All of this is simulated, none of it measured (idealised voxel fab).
A process module follows: voxel transistor to metal.
Square cells of 5 nm make up the cross-section cut, whose width is 150 nm.
A cross-section is a grid of square cells, given in bands from the top down. A band is one or more rows of cells. A band entry consists of two parts. The first gives the height of the band's top and the height of its bottom, in nm. The rest lists the band's materials from left to right, each with its width in nm. A single material labelled with the word "full width" fills the band from edge to edge, and the word "blank" marks empty space. All heights in this document are referenced to 0, defined as the level beneath which the wafer, as received, consists entirely of one material. The lowest band is not bounded below; it extends indefinitely downward and is written in the form "0 down". Width spec "30->40" -> top row of cells at first value, bottom row at second value, equal per-row change in between. No cell of the cross-section changed in a step that is given as "same as before". Each empty space that has no open way to the top and spans at least 8 cells appears under "Entrapped voids" as width x height at distance, the distance counted from the left edge, all in nm. Post-settings text on a step line: simulator's own remark regarding the step. The "overlay nm" setting may appear on a step's line; for a step that uses a mask, it gives how far to the right of its planned position the mask lay, and a negative value indicates the left. Note on reading: below, each pair holds a cross-section from before one process step and one from after it; the one from after shows only down to the lowest band that changed. Beneath the pair, the step in between is stated along with its settings. The pairs can stem from different runs of this module on the same starting wafer. Where a pair's entry headed "Pre-step geometry" says so, and only there, that pair continues from the pair above it.
Pre-step geometry:
	40 to 35  TiN 35 nm, then blank 5 nm, then TiN 65 nm, then blank 5 nm, then TiN 40 nm
	35 to 20  SiO2 30 nm, then TiN 5 nm, then blank 5 nm, then TiN 5 nm, then SiO2 55 nm, then TiN 5 nm, then blank 5 nm, then TiN 5 nm, then SiO2 35 nm
	20 to 5  SiO2 30 nm, then TiN 5 nm, then blank 5 nm, then TiN 5 nm, then SiO2 5 nm, then SiN 5 nm, then TiN 5 nm, then W 25 nm, then TiN 5 nm, then SiN 5 nm, then SiO2 5 nm, then TiN 5 nm, then blank 5 nm, then TiN 5 nm, then SiO2 35 nm
	5 to 0  SiO2 30 nm, then TiN 15 nm, then SiO2 5 nm, then SiN 5 nm, then TiN 5 nm, then W 25 nm, then TiN 5 nm, then SiN 5 nm, then SiO2 5 nm, then TiN 15 nm, then SiO2 35 nm
	0 to -5  SiO2 30 nm, then TiN 10 nm, then SiGe 10 nm, then SiN 5 nm, then TiN 5 nm, then W 25 nm, then TiN 5 nm, then SiN 5 nm, then SiGe 10 nm, then TiN 10 nm, then SiO2 35 nm
	-5 to -10  SiO2 20 nm, then SiGe 30 nm, then SiO2 5 nm, then TiN 35 nm, then SiO2 5 nm, then SiGe 30 nm, then SiO2 25 nm
	-10 to -15  SiO2 25 nm, then SiGe 25 nm, then Si 45 nm, then SiGe 25 nm, then SiO2 30 nm
	-15 to -40  SiO2 25 nm, then Si 95 nm, then SiO2 30 nm
	-40 down  Si full width
	Entrapped voids: none
Sectional Result:
	50 to 40  Ru full width
	40 to 35  TiN 35 nm, then Ru 5 nm, then TiN 65 nm, then Ru 5 nm, then TiN 40 nm
	35 to 20  SiO2 30 nm, then TiN 5 nm, then Ru 5 nm, then TiN 5 nm, then SiO2 55 nm, then TiN 5 nm, then Ru 5 nm, then TiN 5 nm, then SiO2 35 nm
	20 to 5  SiO2 30 nm, then TiN 5 nm, then Ru 5 nm, then TiN 5 nm, then SiO2 5 nm, then SiN 5 nm, then TiN 5 nm, then W 25 nm, then TiN 5 nm, then SiN 5 nm, then SiO2 5 nm, then TiN 5 nm, then Ru 5 nm, then TiN 5 nm, then SiO2 35 nm
	All layers under 5 are left as they were.
	Entrapped voids: none
Between before and after above, the operation and settings are FILL_DEP [material Ru] [thk nm 10]
Pre-step geometry: This step starts from the configuration shown after the step in the pair immediately above.
Sectional Result:
	35 to 20  SiO2 30 nm, then TiN 5 nm, then Ru 5 nm, then TiN 5 nm, then SiO2 55 nm, then TiN 5 nm, then Ru 5 nm, then TiN 5 nm, then SiO2 35 nm
	All layers under 20 are left as they were.
	Entrapped voids: none
Between before and after above, the operation and settings are CMP [height nm 35]
Pre-step geometry: This step starts from the configuration shown after the step in the pair immediately above.
Sectional Result:
	40 to 35  SiCN full width
	All layers under 35 are left as they were.
	Entrapped voids: none
Between before and after above, the operation and settings are CONFORMAL_DEP [material SiCN] [thk nm 5]
Pre-step geometry: This step starts from the configuration shown after the step in the pair immediately above.
Sectional Result:
	60 to 40  SiO2 full width
	All layers under 40 are left as they were.
	Entrapped voids: none
Between before and after above, the operation and settings are DIRECTIONAL_DEP [material SiO2] [thk nm 20]
Pre-step geometry: This step starts from the configuration shown after the step in the pair immediately above.
Sectional Result:
	75 to 60  resist 30 nm, then blank 15 nm, then resist 55 nm, then blank 15 nm, then resist 35 nm
	All layers under 60 are left as they were.
	Entrapped voids: none
Between before and after above, the operation and settings are PATTERN [tone open] [mask id METAL_1] [material resist] [width nm 15] [pitch nm 70] [thk nm 15] [overlay nm 0]
Pre-step geometry: This step starts from the configuration shown after the step in the pair immediately above.
Sectional Result:
	75 to 60  resist 30 nm, then blank 15 nm, then resist 55 nm, then blank 15 nm, then resist 35 nm
	60 to 40  SiO2 30 nm, then blank 15 nm, then SiO2 55 nm, then blank 15 nm, then SiO2 35 nm
	All layers under 40 are left as they were.
	Entrapped voids: none
Between before and after above, the operation and settings are DIRECTIONAL_ETCH [etch materials SiO2] [depth nm 20]
Pre-step geometry: This step starts from the configuration shown after the step in the pair immediately above.
Sectional Result:
	75 to 60  resist 30 nm, then blank 15 nm, then resist 55 nm, then blank 15 nm, then resist 35 nm
	60 to 40  SiO2 30 nm, then blank 15 nm, then SiO2 55 nm, then blank 15 nm, then SiO2 35 nm
	40 to 35  SiCN 30 nm, then blank 15 nm, then SiCN 55 nm, then blank 15 nm, then SiCN 35 nm
	All layers under 35 are left as they were.
	Entrapped voids: none
Between before and after above, the operation and settings are DIRECTIONAL_ETCH [etch materials SiCN] [depth nm 5]
Pre-step geometry: This step starts from the configuration shown after the step in the pair immediately above.
Sectional Result:
	60 to 40  SiO2 30 nm, then blank 15 nm, then SiO2 55 nm, then blank 15 nm, then SiO2 35 nm
	All layers under 40 are left as they were.
	Entrapped voids: none
Between before and after above, the operation and settings are STRIP [etch materials resist]
Pre-step geometry: This step starts from the configuration shown after the step in the pair immediately above.
Sectional Result:
	65 to 60  TiN 35 nm, then blank 5 nm, then TiN 65 nm, then blank 5 nm, then TiN 40 nm
	60 to 40  SiO2 30 nm, then TiN 5 nm, then blank 5 nm, then TiN 5 nm, then SiO2 55 nm, then TiN 5 nm, then blank 5 nm, then TiN 5 nm, then SiO2 35 nm
	40 to 35  SiCN 30 nm, then TiN 15 nm, then SiCN 55 nm, then TiN 15 nm, then SiCN 35 nm
	All layers under 35 are left as they were.
	Entrapped voids: none
Between before and after above, the operation and settings are CONFORMAL_DEP [material TiN] [thk nm 5]
Pre-step geometry: This step starts from the configuration shown after the step in the pair immediately above.
Sectional Result:
	75 to 65  Cu full width
	65 to 60  TiN 35 nm, then Cu 5 nm, then TiN 65 nm, then Cu 5 nm, then TiN 40 nm
	60 to 40  SiO2 30 nm, then TiN 5 nm, then Cu 5 nm, then TiN 5 nm, then SiO2 55 nm, then TiN 5 nm, then Cu 5 nm, then TiN 5 nm, then SiO2 35 nm
	All layers under 40 are left as they were.
	Entrapped voids: none
Between before and after above, the operation and settings are FILL_DEP [material Cu] [thk nm 10]
Pre-step geometry: This step starts from the configuration shown after the step in the pair immediately above.
Sectional Result:
	60 to 40  SiO2 30 nm, then TiN 5 nm, then Cu 5 nm, then TiN 5 nm, then SiO2 55 nm, then TiN 5 nm, then Cu 5 nm, then TiN 5 nm, then SiO2 35 nm
	All layers under 40 are left as they were.
	Entrapped voids: none
Between before and after above, the operation and settings are CMP [height nm 60]
Pre-step geometry: This step starts from the configuration shown after the step in the pair immediately above.
Sectional Result:
	65 to 60  SiN full width
	All layers under 60 are left as they were.
	Entrapped voids: none
Between before and after above, the operation and settings are CONFORMAL_DEP [material SiN] [thk nm 5]
Pre-step geometry:
	35 to 20  SiO2 full width
	20 to 0  SiO2 50 nm, then SiN 5 nm, then HfO2 5 nm, then TiN 5 nm, then W 15 nm, then TiN 5 nm, then HfO2 5 nm, then SiN 5 nm, then SiO2 55 nm
	0 to -5  SiO2 40 nm, then SiGe 10 nm, then SiN 5 nm, then HfO2 5 nm, then TiN 25 nm, then HfO2 5 nm, then SiN 5 nm, then SiGe 10 nm, then SiO2 45 nm
	-5 to -10  SiO2 20 nm, then SiGe 30 nm, then SiO2 5 nm, then HfO2 35 nm, then SiO2 5 nm, then SiGe 30 nm, then SiO2 25 nm
	-10 to -15  SiO2 25 nm, then SiGe 25 nm, then Si 45 nm, then SiGe 25 nm, then SiO2 30 nm
	-15 to -40  SiO2 25 nm, then Si 95 nm, then SiO2 30 nm
	-40 down  Si full width
	Entrapped voids: none
Sectional Result:
	50 to 20  SiO2 full width
	All layers under 20 are left as they were.
	Entrapped voids: none
Between before and after above, the operation and settings are DIRECTIONAL_DEP [material SiO2] [thk nm 15]
Pre-step geometry: This step starts from the configuration shown after the step in the pair immediately above.
Sectional Result:
	50 to 20  SiO2 30 nm, then blank 15 nm, then SiO2 55 nm, then blank 15 nm, then SiO2 35 nm
	20 to 10  SiO2 30 nm, then blank 15 nm, then SiO2 5 nm, then SiN 5 nm, then HfO2 5 nm, then TiN 5 nm, then W 15 nm, then TiN 5 nm, then HfO2 5 nm, then SiN 5 nm, then SiO2 5 nm, then blank 15 nm, then SiO2 35 nm
	All layers under 10 are left as they were.
	Entrapped voids: none
Between before and after above, the operation and settings are MASKED_ETCH [tone open] [mask id CONTACT] [width nm 15] [pitch nm 70] [etch materials SiO2] [depth nm 40] [overlay nm 0]
Pre-step geometry: This step starts from the configuration shown after the step in the pair immediately above.
Sectional Result:
	55 to 50  TiN 35 nm, then blank 5 nm, then TiN 65 nm, then blank 5 nm, then TiN 40 nm
	50 to 20  SiO2 30 nm, then TiN 5 nm, then blank 5 nm, then TiN 5 nm, then SiO2 55 nm, then TiN 5 nm, then blank 5 nm, then TiN 5 nm, then SiO2 35 nm
	20 to 15  SiO2 30 nm, then TiN 5 nm, then blank 5 nm, then TiN 5 nm, then SiO2 5 nm, then SiN 5 nm, then HfO2 5 nm, then TiN 5 nm, then W 15 nm, then TiN 5 nm, then HfO2 5 nm, then SiN 5 nm, then SiO2 5 nm, then TiN 5 nm, then blank 5 nm, then TiN 5 nm, then SiO2 35 nm
	15 to 10  SiO2 30 nm, then TiN 15 nm, then SiO2 5 nm, then SiN 5 nm, then HfO2 5 nm, then TiN 5 nm, then W 15 nm, then TiN 5 nm, then HfO2 5 nm, then SiN 5 nm, then SiO2 5 nm, then TiN 15 nm, then SiO2 35 nm
	All layers under 10 are left as they were.
	Entrapped voids: none
Between before and after above, the operation and settings are CONFORMAL_DEP [material TiN] [thk nm 5]
Pre-step geometry: This step starts from the configuration shown after the step in the pair immediately above.
Sectional Result:
	65 to 55  Ru full width
	55 to 50  TiN 35 nm, then Ru 5 nm, then TiN 65 nm, then Ru 5 nm, then TiN 40 nm
	50 to 20  SiO2 30 nm, then TiN 5 nm, then Ru 5 nm, then TiN 5 nm, then SiO2 55 nm, then TiN 5 nm, then Ru 5 nm, then TiN 5 nm, then SiO2 35 nm
	20 to 15  SiO2 30 nm, then TiN 5 nm, then Ru 5 nm, then TiN 5 nm, then SiO2 5 nm, then SiN 5 nm, then HfO2 5 nm, then TiN 5 nm, then W 15 nm, then TiN 5 nm, then HfO2 5 nm, then SiN 5 nm, then SiO2 5 nm, then TiN 5 nm, then Ru 5 nm, then TiN 5 nm, then SiO2 35 nm
	All layers under 15 are left as they were.
	Entrapped voids: none
Between before and after above, the operation and settings are FILL_DEP [material Ru] [thk nm 10]
Pre-step geometry: This step starts from the configuration shown after the step in the pair immediately above.
Sectional Result:
	35 to 20  SiO2 30 nm, then TiN 5 nm, then Ru 5 nm, then TiN 5 nm, then SiO2 55 nm, then TiN 5 nm, then Ru 5 nm, then TiN 5 nm, then SiO2 35 nm
	All layers under 20 are left as they were.
	Entrapped voids: none
Between before and after above, the operation and settings are CMP [height nm 35]
Pre-step geometry: This step starts from the configuration shown after the step in the pair immediately above.
Sectional Result:
	40 to 35  SiCN full width
	All layers under 35 are left as they were.
	Entrapped voids: none
Between before and after above, the operation and settings are CONFORMAL_DEP [material SiCN] [thk nm 5]
Pre-step geometry: This step starts from the configuration shown after the step in the pair immediately above.
Sectional Result:
	60 to 40  SiO2 full width
	All layers under 40 are left as they were.
	Entrapped voids: none
Between before and after above, the operation and settings are DIRECTIONAL_DEP [material SiO2] [thk nm 20]
Pre-step geometry: This step starts from the configuration shown after the step in the pair immediately above.
Sectional Result:
	75 to 60  resist 30 nm, then blank 15 nm, then resist 55 nm, then blank 15 nm, then resist 35 nm
	All layers under 60 are left as they were.
	Entrapped voids: none
Between before and after above, the operation and settings are PATTERN [tone open] [mask id METAL_1] [material resist] [width nm 15] [pitch nm 70] [thk nm 15] [overlay nm 0]
Pre-step geometry: This step starts from the configuration shown after the step in the pair immediately above.
Sectional Result:
	75 to 60  resist 30 nm, then blank 15 nm, then resist 55 nm, then blank 15 nm, then resist 35 nm
	60 to 40  SiO2 30 nm, then blank 15 nm, then SiO2 55 nm, then blank 15 nm, then SiO2 35 nm
	All layers under 40 are left as they were.
	Entrapped voids: none
Between before and after above, the operation and settings are DIRECTIONAL_ETCH [etch materials SiO2] [depth nm 20]
Pre-step geometry: This step starts from the configuration shown after the step in the pair immediately above.
Sectional Result:
	75 to 60  resist 30 nm, then blank 15 nm, then resist 55 nm, then blank 15 nm, then resist 35 nm
	60 to 40  SiO2 30 nm, then blank 15 nm, then SiO2 55 nm, then blank 15 nm, then SiO2 35 nm
	40 to 35  SiCN 30 nm, then blank 15 nm, then SiCN 55 nm, then blank 15 nm, then SiCN 35 nm
	All layers under 35 are left as they were.
	Entrapped voids: none
Between before and after above, the operation and settings are DIRECTIONAL_ETCH [etch materials SiCN] [depth nm 5]
Pre-step geometry: This step starts from the configuration shown after the step in the pair immediately above.
Sectional Result:
	60 to 40  SiO2 30 nm, then blank 15 nm, then SiO2 55 nm, then blank 15 nm, then SiO2 35 nm
	All layers under 40 are left as they were.
	Entrapped voids: none
Between before and after above, the operation and settings are STRIP [etch materials resist]
Pre-step geometry: This step starts from the configuration shown after the step in the pair immediately above.
Sectional Result:
	65 to 60  TiN 35 nm, then blank 5 nm, then TiN 65 nm, then blank 5 nm, then TiN 40 nm
	60 to 40  SiO2 30 nm, then TiN 5 nm, then blank 5 nm, then TiN 5 nm, then SiO2 55 nm, then TiN 5 nm, then blank 5 nm, then TiN 5 nm, then SiO2 35 nm
	40 to 35  SiCN 30 nm, then TiN 15 nm, then SiCN 55 nm, then TiN 15 nm, then SiCN 35 nm
	All layers under 35 are left as they were.
	Entrapped voids: none
Between before and after above, the operation and settings are CONFORMAL_DEP [material TiN] [thk nm 5]
Pre-step geometry: This step starts from the configuration shown after the step in the pair immediately above.
Sectional Result:
	75 to 65  Cu full width
	65 to 60  TiN 35 nm, then Cu 5 nm, then TiN 65 nm, then Cu 5 nm, then TiN 40 nm
	60 to 40  SiO2 30 nm, then TiN 5 nm, then Cu 5 nm, then TiN 5 nm, then SiO2 55 nm, then TiN 5 nm, then Cu 5 nm, then TiN 5 nm, then SiO2 35 nm
	All layers under 40 are left as they were.
	Entrapped voids: none
Between before and after above, the operation and settings are FILL_DEP [material Cu] [thk nm 10]
Pre-step geometry: This step starts from the configuration shown after the step in the pair immediately above.
Sectional Result:
	60 to 40  SiO2 30 nm, then TiN 5 nm, then Cu 5 nm, then TiN 5 nm, then SiO2 55 nm, then TiN 5 nm, then Cu 5 nm, then TiN 5 nm, then SiO2 35 nm
	All layers under 40 are left as they were.
	Entrapped voids: none
Between before and after above, the operation and settings are CMP [height nm 60]
Pre-step geometry: This step starts from the configuration shown after the step in the pair immediately above.
Sectional Result:
	65 to 60  SiN full width
	All layers under 60 are left as they were.
	Entrapped voids: none
Between before and after above, the operation and settings are CONFORMAL_DEP [material SiN] [thk nm 5]
Pre-step geometry:
	10 to 0  blank 25 nm, then SiN 95 nm, then blank 30 nm
	0 to -5  SiO2 full width
	-5 to -40  SiO2 25 nm, then Si 95 nm, then SiO2 30 nm
	-40 down  Si full width
	Entrapped voids: none
Sectional Result:
	10 to 0  blank 25 nm, then SiN 95 nm, then blank 30 nm
	0 to -5  blank 30 nm, then SiO2 85 nm, then blank 35 nm
	All layers under -5 are left as they were.
	Entrapped voids: none
Between before and after above, the operation and settings are SELECTIVE_ETCH [etch materials SiO2] [depth nm 5]
Pre-step geometry: This step starts from the configuration shown after the step in the pair immediately above.
Sectional Result:
	0 to -5  blank 30 nm, then SiO2 85 nm, then blank 35 nm
	All layers under -5 are left as they were.
	Entrapped voids: none
Between before and after above, the operation and settings are STRIP [etch materials SiN]
Pre-step geometry: This step starts from the configuration shown after the step in the pair immediately above.
Sectional Result:
	0 to -5  blank 30 nm, then SiO2 85 nm, then blank 35 nm
	-5 to -10  SiO2 35 nm, then Si 75 nm, then SiO2 40 nm
	All layers under -10 are left as they were.
	Entrapped voids: none
Between before and after above, the operation and settings are OXIDIZE [depth nm 5]
Pre-step geometry: This step starts from the configuration shown after the step in the pair immediately above.
Sectional Result:
	30 to 25  blank 30 nm, then polySi 85 nm, then blank 35 nm
	25 to 0  polySi full width
	0 to -5  polySi 30 nm, then SiO2 85 nm, then polySi 35 nm
	All layers under -5 are left as they were.
	Entrapped voids: none
Between before and after above, the operation and settings are DIRECTIONAL_DEP [material polySi] [thk nm 30]
Pre-step geometry: This step starts from the configuration shown after the step in the pair immediately above.
Sectional Result:
	40 to 35  blank 30 nm, then SiCN 85 nm, then blank 35 nm
	35 to 30  SiCN full width
	30 to 25  SiCN 30 nm, then polySi 85 nm, then SiCN 35 nm
	All layers under 25 are left as they were.
	Entrapped voids: none
Between before and after above, the operation and settings are DIRECTIONAL_DEP [material SiCN] [thk nm 10]
Pre-step geometry: This step starts from the configuration shown after the step in the pair immediately above.
Sectional Result:
	40 to 30  blank 60 nm, then SiCN 25 nm, then blank 65 nm
	30 to 25  blank 30 nm, then polySi 85 nm, then blank 35 nm
	All layers under 25 are left as they were.
	Entrapped voids: none
Between before and after above, the operation and settings are MASKED_ETCH [tone cover] [mask id GATE] [width nm 25] [etch materials SiCN] [depth nm 20] [overlay nm 0]
Pre-step geometry: This step starts from the configuration shown after the step in the pair immediately above.
Sectional Result:
	40 to 30  blank 60 nm, then SiCN 25 nm, then blank 65 nm
	30 to 0  blank 60 nm, then polySi 25 nm, then blank 65 nm
	0 to -5  blank 30 nm, then SiO2 85 nm, then blank 35 nm
	All layers under -5 are left as they were.
	Entrapped voids: none
Between before and after above, the operation and settings are MASKED_ETCH [tone cover] [mask id GATE] [width nm 25] [etch materials polySi] [depth nm 40] [overlay nm 0]
Pre-step geometry: This step starts from the configuration shown after the step in the pair immediately above.
Sectional Result:
	45 to 40  blank 55 nm, then SiO2 35 nm, then blank 60 nm
	40 to 30  blank 55 nm, then SiO2 5 nm, then SiCN 25 nm, then SiO2 5 nm, then blank 60 nm
	30 to 5  blank 55 nm, then SiO2 5 nm, then polySi 25 nm, then SiO2 5 nm, then blank 60 nm
	5 to 0  blank 25 nm, then SiO2 35 nm, then polySi 25 nm, then SiO2 35 nm, then blank 30 nm
	0 to -5  SiO2 full width
	All layers under -5 are left as they were.
	Entrapped voids: none
Between before and after above, the operation and settings are CONFORMAL_DEP [material SiO2] [thk nm 5]
Pre-step geometry: This step starts from the configuration shown after the step in the pair immediately above.
Sectional Result:
	40 to 30  blank 55 nm, then SiO2 5 nm, then SiCN 25 nm, then SiO2 5 nm, then blank 60 nm
	30 to 0  blank 55 nm, then SiO2 5 nm, then polySi 25 nm, then SiO2 5 nm, then blank 60 nm
	0 to -5  blank 25 nm, then SiO2 95 nm, then blank 30 nm
	All layers under -5 are left as they were.
	Entrapped voids: none
Between before and after above, the operation and settings are DIRECTIONAL_ETCH [etch materials SiO2] [depth nm 5]
Pre-step geometry: This step starts from the configuration shown after the step in the pair immediately above.
Sectional Result:
	45 to 40  blank 50 nm, then SiN 45 nm, then blank 55 nm
	40 to 30  blank 50 nm, then SiN 5 nm, then SiO2 5 nm, then SiCN 25 nm, then SiO2 5 nm, then SiN 5 nm, then blank 55 nm
	30 to 5  blank 50 nm, then SiN 5 nm, then SiO2 5 nm, then polySi 25 nm, then SiO2 5 nm, then SiN 5 nm, then blank 55 nm
	5 to 0  blank 20 nm, then SiN 35 nm, then SiO2 5 nm, then polySi 25 nm, then SiO2 5 nm, then SiN 35 nm, then blank 25 nm
	0 to -5  SiN 25 nm, then SiO2 95 nm, then SiN 30 nm
	All layers under -5 are left as they were.
	Entrapped voids: none
Between before and after above, the operation and settings are CONFORMAL_DEP [material SiN] [thk nm 5]
Pre-step geometry: This step starts from the configuration shown after the step in the pair immediately above.
Sectional Result:
	40 to 30  blank 50 nm, then SiN 5 nm, then SiO2 5 nm, then SiCN 25 nm, then SiO2 5 nm, then SiN 5 nm, then blank 55 nm
	30 to 0  blank 50 nm, then SiN 5 nm, then SiO2 5 nm, then polySi 25 nm, then SiO2 5 nm, then SiN 5 nm, then blank 55 nm
	0 to -5  blank 20 nm, then SiN 5 nm, then SiO2 95 nm, then SiN 5 nm, then blank 25 nm
	All layers under -5 are left as they were.
	Entrapped voids: none
Between before and after above, the operation and settings are DIRECTIONAL_ETCH [etch materials SiN] [depth nm 5]
Pre-step geometry: This step starts from the configuration shown after the step in the pair immediately above.
Sectional Result:
	40 to 35  blank 50 nm, then SiN 5 nm, then blank 5 nm, then SiCN 25 nm, then blank 5 nm, then SiN 5 nm, then blank 55 nm
	35 to 30  blank 50 nm, then SiN 5 nm, then SiO2 5 nm, then SiCN 25 nm, then SiO2 5 nm, then SiN 5 nm, then blank 55 nm
	30 to 0  blank 50 nm, then SiN 5 nm, then SiO2 5 nm, then polySi 25 nm, then SiO2 5 nm, then SiN 5 nm, then blank 55 nm
	0 to -5  blank 20 nm, then SiN 5 nm, then blank 25 nm, then SiO2 45 nm, then blank 25 nm, then SiN 5 nm, then blank 25 nm
	-5 to -10  blank 20 nm, then SiO2 15 nm, then Si 75 nm, then SiO2 15 nm, then blank 25 nm
	All layers under -10 are left as they were.
	Entrapped voids: none
Between before and after above, the operation and settings are DIRECTIONAL_ETCH [etch materials SiO2] [depth nm 5]
Pre-step geometry: This step starts from the configuration shown after the step in the pair immediately above.
Sectional Result:
	40 to 35  blank 50 nm, then SiN 5 nm, then blank 5 nm, then SiCN 25 nm, then blank 5 nm, then SiN 5 nm, then blank 55 nm
	35 to 30  blank 50 nm, then SiN 5 nm, then SiO2 5 nm, then SiCN 25 nm, then SiO2 5 nm, then SiN 5 nm, then blank 55 nm
	30 to 0  blank 50 nm, then SiN 5 nm, then SiO2 5 nm, then polySi 25 nm, then SiO2 5 nm, then SiN 5 nm, then blank 55 nm
	0 to -5  blank 20 nm, then SiN 5 nm, then blank 25 nm, then SiO2 45 nm, then blank 25 nm, then SiN 5 nm, then blank 25 nm
	-5 to -10  blank 20 nm, then SiO2 15 nm, then blank 15 nm, then Si 45 nm, then blank 15 nm, then SiO2 15 nm, then blank 25 nm
	All layers under -10 are left as they were.
	Entrapped voids: none
Between before and after above, the operation and settings are DIRECTIONAL_ETCH [etch materials Si] [depth nm 5]
Pre-step geometry: This step starts from the configuration shown after the step in the pair immediately above.
Sectional Result:
	40 to 35  blank 50 nm, then SiN 5 nm, then blank 5 nm, then SiCN 25 nm, then blank 5 nm, then SiN 5 nm, then blank 55 nm
	35 to 30  blank 50 nm, then SiN 5 nm, then SiO2 5 nm, then SiCN 25 nm, then SiO2 5 nm, then SiN 5 nm, then blank 55 nm
	30 to 5  blank 50 nm, then SiN 5 nm, then SiO2 5 nm, then polySi 25 nm, then SiO2 5 nm, then SiN 5 nm, then blank 55 nm
	5 to 0  blank 40 nm, then SiGe 10 nm, then SiN 5 nm, then SiO2 5 nm, then polySi 25 nm, then SiO2 5 nm, then SiN 5 nm, then SiGe 10 nm, then blank 45 nm
	0 to -5  blank 20 nm, then SiN 5 nm, then blank 5 nm, then SiGe 20 nm, then SiO2 45 nm, then SiGe 20 nm, then blank 5 nm, then SiN 5 nm, then blank 25 nm
	-5 to -10  blank 20 nm, then SiO2 15 nm, then SiGe 15 nm, then Si 45 nm, then SiGe 15 nm, then SiO2 15 nm, then blank 25 nm
	All layers under -10 are left as they were.
	Entrapped voids: none
Between before and after above, the operation and settings are EPI [material SiGe] [thk nm 10]
Pre-step geometry: This step starts from the configuration shown after the step in the pair immediately above.
Sectional Result:
	50 to 40  SiO2 full width
	40 to 30  SiO2 50 nm, then SiN 5 nm, then SiO2 5 nm, then SiCN 25 nm, then SiO2 5 nm, then SiN 5 nm, then SiO2 55 nm
	30 to 5  SiO2 50 nm, then SiN 5 nm, then SiO2 5 nm, then polySi 25 nm, then SiO2 5 nm, then SiN 5 nm, then SiO2 55 nm
	5 to 0  SiO2 40 nm, then SiGe 10 nm, then SiN 5 nm, then SiO2 5 nm, then polySi 25 nm, then SiO2 5 nm, then SiN 5 nm, then SiGe 10 nm, then SiO2 45 nm
	0 to -5  SiO2 20 nm, then SiN 5 nm, then SiO2 5 nm, then SiGe 20 nm, then SiO2 45 nm, then SiGe 20 nm, then SiO2 5 nm, then SiN 5 nm, then SiO2 25 nm
	-5 to -10  SiO2 35 nm, then SiGe 15 nm, then Si 45 nm, then SiGe 15 nm, then SiO2 40 nm
	All layers under -10 are left as they were.
	Entrapped voids: none
Between before and after above, the operation and settings are FILL_DEP [material SiO2] [thk nm 10]
Pre-step geometry: This step starts from the configuration shown after the step in the pair immediately above.
Sectional Result:
	25 to 5  SiO2 50 nm, then SiN 5 nm, then SiO2 5 nm, then polySi 25 nm, then SiO2 5 nm, then SiN 5 nm, then SiO2 55 nm
	All layers under 5 are left as they were.
	Entrapped voids: none
Between before and after above, the operation and settings are CMP [height nm 25]
Pre-step geometry: This step starts from the configuration shown after the step in the pair immediately above.
Sectional Result:
	25 to 5  SiO2 50 nm, then SiN 5 nm, then SiO2 5 nm, then blank 25 nm, then SiO2 5 nm, then SiN 5 nm, then SiO2 55 nm
	5 to 0  SiO2 40 nm, then SiGe 10 nm, then SiN 5 nm, then SiO2 5 nm, then blank 25 nm, then SiO2 5 nm, then SiN 5 nm, then SiGe 10 nm, then SiO2 45 nm
	All layers under 0 are left as they were.
	Entrapped voids: none
Between before and after above, the operation and settings are STRIP [etch materials polySi]
Pre-step geometry: This step starts from the configuration shown after the step in the pair immediately above.
Sectional Result:
	25 to 20  blank 50 nm, then SiN 5 nm, then blank 35 nm, then SiN 5 nm, then blank 55 nm
	20 to 5  SiO2 50 nm, then SiN 5 nm, then blank 35 nm, then SiN 5 nm, then SiO2 55 nm
	5 to 0  SiO2 40 nm, then SiGe 10 nm, then SiN 5 nm, then blank 35 nm, then SiN 5 nm, then SiGe 10 nm, then SiO2 45 nm
	0 to -5  SiO2 20 nm, then SiN 5 nm, then SiO2 5 nm, then SiGe 20 nm, then SiO2 5 nm, then blank 35 nm, then SiO2 5 nm, then SiGe 20 nm, then SiO2 5 nm, then SiN 5 nm, then SiO2 25 nm
	All layers under -5 are left as they were.
	Entrapped voids: none
Between before and after above, the operation and settings are SELECTIVE_ETCH [etch materials SiO2] [depth nm 5]
Pre-step geometry: This step starts from the configuration shown after the step in the pair immediately above.
Sectional Result:
	30 to 25  blank 45 nm, then HfO2 15 nm, then blank 25 nm, then HfO2 15 nm, then blank 50 nm
	25 to 20  HfO2 50 nm, then SiN 5 nm, then HfO2 5 nm, then blank 25 nm, then HfO2 5 nm, then SiN 5 nm, then HfO2 55 nm
	20 to 5  SiO2 50 nm, then SiN 5 nm, then HfO2 5 nm, then blank 25 nm, then HfO2 5 nm, then SiN 5 nm, then SiO2 55 nm
	5 to 0  SiO2 40 nm, then SiGe 10 nm, then SiN 5 nm, then HfO2 5 nm, then blank 25 nm, then HfO2 5 nm, then SiN 5 nm, then SiGe 10 nm, then SiO2 45 nm
	0 to -5  SiO2 20 nm, then SiN 5 nm, then SiO2 5 nm, then SiGe 20 nm, then SiO2 5 nm, then HfO2 35 nm, then SiO2 5 nm, then SiGe 20 nm, then SiO2 5 nm, then SiN 5 nm, then SiO2 25 nm
	All layers under -5 are left as they were.
	Entrapped voids: none
Between before and after above, the operation and settings are CONFORMAL_DEP [material HfO2] [thk nm 5]
Pre-step geometry: This step starts from the configuration shown after the step in the pair immediately above.
Sectional Result:
	35 to 30  blank 40 nm, then TiN 25 nm, then blank 15 nm, then TiN 25 nm, then blank 45 nm
	30 to 25  TiN 45 nm, then HfO2 15 nm, then TiN 5 nm, then blank 15 nm, then TiN 5 nm, then HfO2 15 nm, then TiN 50 nm
	25 to 20  HfO2 50 nm, then SiN 5 nm, then HfO2 5 nm, then TiN 5 nm, then blank 15 nm, then TiN 5 nm, then HfO2 5 nm, then SiN 5 nm, then HfO2 55 nm
	20 to 5  SiO2 50 nm, then SiN 5 nm, then HfO2 5 nm, then TiN 5 nm, then blank 15 nm, then TiN 5 nm, then HfO2 5 nm, then SiN 5 nm, then SiO2 55 nm
	5 to 0  SiO2 40 nm, then SiGe 10 nm, then SiN 5 nm, then HfO2 5 nm, then TiN 25 nm, then HfO2 5 nm, then SiN 5 nm, then SiGe 10 nm, then SiO2 45 nm
	All layers under 0 are left as they were.
	Entrapped voids: none
Between before and after above, the operation and settings are CONFORMAL_DEP [material TiN] [thk nm 5]
Pre-step geometry: This step starts from the configuration shown after the step in the pair immediately above.
Sectional Result:
	45 to 35  W full width
	35 to 30  W 40 nm, then TiN 25 nm, then W 15 nm, then TiN 25 nm, then W 45 nm
	30 to 25  TiN 45 nm, then HfO2 15 nm, then TiN 5 nm, then W 15 nm, then TiN 5 nm, then HfO2 15 nm, then TiN 50 nm
	25 to 20  HfO2 50 nm, then SiN 5 nm, then HfO2 5 nm, then TiN 5 nm, then W 15 nm, then TiN 5 nm, then HfO2 5 nm, then SiN 5 nm, then HfO2 55 nm
	20 to 5  SiO2 50 nm, then SiN 5 nm, then HfO2 5 nm, then TiN 5 nm, then W 15 nm, then TiN 5 nm, then HfO2 5 nm, then SiN 5 nm, then SiO2 55 nm
	All layers under 5 are left as they were.
	Entrapped voids: none
Between before and after above, the operation and settings are FILL_DEP [material W] [thk nm 10]
